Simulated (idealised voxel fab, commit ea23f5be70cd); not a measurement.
The process module that follows is named voxel air gaps.
Square cell edge 5 nm, section width 280 nm, ID cut.
A cross-section is a grid of square cells, given in bands from the top down. A band is one or more rows of cells.
The entry gives the band's vertical extent as a top height and a bottom height in nm, then its horizontal make-up as materials from left to right, each with a width in nm. "empty" stands for empty space; a single material marked "everywhere" fills the band edge to edge.
Heads up on the height convention: 0 is the point under which the incoming wafer is all one material, and the lowest band has no bottom, it just keeps going down, like "from 0 down".
A width given as "30..40" starts at the first number in the band's top row and ends at the second number in its bottom row, shifting by an equal amount at every step from row to row.
Where the words "everything unchanged" appear for a step, the cross-section shows no cell changed by that step; every cell remained as before.
This entry, "Internal closed voids", enumerates those empty regions of no fewer than 8 cells that possess no open connection to the top. Each region is reported in the form width x height at distance, the distance being taken from the left edge, with all three quantities expressed in nm.
If you see something after the settings on a step's line, that's the simulator's own remark about that step.
overlay nm, on a step with a mask: how far to the right of its planned place the mask lay; to the left if negative

Set out below are the planned steps of the process:
step 1: RECEIVE,material Si
step 2: CONFORMAL_DEP,material SiO2,thk nm 10
step 3: CONFORMAL_DEP,material SiCN,thk nm 5
step 4: DIRECTIONAL_DEP,material lowk,thk nm 35
step 5: MASKED_ETCH,tone open,mask id LINES,width nm 15,pitch nm 40,etch materials lowk,depth nm 35,overlay nm 0
step 6: CONFORMAL_DEP,material TiN,thk nm 5
step 7: FILL_DEP,material W,thk nm 10
step 8: CMP,height nm 50
step 9: EPI,material Ru,thk nm 10
step 10: SELECTIVE_ETCH,etch materials lowk,depth nm 45
step 11: CONFORMAL_DEP,material SiCN,thk nm 5

Incoming wafer, cross-sectional view, post step 1:
    from 0 down: Si everywhere
    Internal closed voids: none

Post-module cross-section of the first of two wafers (run per plan):
    from 65 to 60: empty 55 nm, then SiCN 165 nm, then empty 60 nm
    from 60 to 50: empty 55 nm, then SiCN 5 nm, then Ru 35 nm, then SiCN 5 nm, then Ru 35 nm, then SiCN 5 nm, then Ru 35 nm, then SiCN 5 nm, then Ru 35 nm, then SiCN 5 nm, then empty 60 nm
    from 50 to 45: empty 55 nm, then SiCN 15 nm, then TiN 5 nm, then W 5 nm, then TiN 5 nm, then SiCN 25 nm, then TiN 5 nm, then W 5 nm, then TiN 5 nm, then SiCN 25 nm, then TiN 5 nm, then W 5 nm, then TiN 5 nm, then SiCN 25 nm, then TiN 5 nm, then W 5 nm, then TiN 5 nm, then SiCN 15 nm, then empty 60 nm
    from 45 to 20: empty 65 nm, then SiCN 5 nm, then TiN 5 nm, then W 5 nm, then TiN 5 nm, then SiCN 5 nm, then empty 15 nm, then SiCN 5 nm, then TiN 5 nm, then W 5 nm, then TiN 5 nm, then SiCN 5 nm, then empty 15 nm, then SiCN 5 nm, then TiN 5 nm, then W 5 nm, then TiN 5 nm, then SiCN 5 nm, then empty 15 nm, then SiCN 5 nm, then TiN 5 nm, then W 5 nm, then TiN 5 nm, then SiCN 5 nm, then empty 70 nm
    from 20 to 15: SiCN 70 nm, then TiN 15 nm, then SiCN 25 nm, then TiN 15 nm, then SiCN 25 nm, then TiN 15 nm, then SiCN 25 nm, then TiN 15 nm, then SiCN 75 nm
    from 15 to 10: SiCN everywhere
    from 10 to 0: SiO2 everywhere
    from 0 down: Si everywhere
    Internal closed voids: 15 x 25 at 90; 15 x 25 at 130; 15 x 25 at 170

Second of two wafers, module complete, sectioned: it shares the first wafer's start and plan but was run with one mistake:
    from 75 to 70: empty 45 nm, then SiCN 185 nm, then empty 50 nm
    from 70 to 50: empty 45 nm, then SiCN 5 nm, then Ru 175 nm, then SiCN 5 nm, then empty 50 nm
    from 50 to 45: empty 45 nm, then SiCN 25 nm, then TiN 5 nm, then W 5 nm, then TiN 5 nm, then lowk 25 nm, then TiN 5 nm, then W 5 nm, then TiN 5 nm, then lowk 25 nm, then TiN 5 nm, then W 5 nm, then TiN 5 nm, then lowk 25 nm, then TiN 5 nm, then W 5 nm, then TiN 5 nm, then SiCN 25 nm, then empty 50 nm
    from 45 to 20: empty 65 nm, then SiCN 5 nm, then TiN 5 nm, then W 5 nm, then TiN 5 nm, then lowk 25 nm, then TiN 5 nm, then W 5 nm, then TiN 5 nm, then lowk 25 nm, then TiN 5 nm, then W 5 nm, then TiN 5 nm, then lowk 25 nm, then TiN 5 nm, then W 5 nm, then TiN 5 nm, then SiCN 5 nm, then empty 70 nm
    from 20 to 15: SiCN 70 nm, then TiN 15 nm, then lowk 25 nm, then TiN 15 nm, then lowk 25 nm, then TiN 15 nm, then lowk 25 nm, then TiN 15 nm, then SiCN 75 nm
    from 15 to 10: SiCN everywhere
    from 10 to 0: SiO2 everywhere
    from 0 down: Si everywhere
    Internal closed voids: none
So what did we get wrong on this run? step 9 of the plan was twice carried out
Bottom line after processing is that, in cells, the second wafer is up or down on some materials versus the first: +84 Ru | -54 SiCN | +105 lowk
Ultimately, the number of closed voids is 3 in the first wafer and 0 in the second wafer.
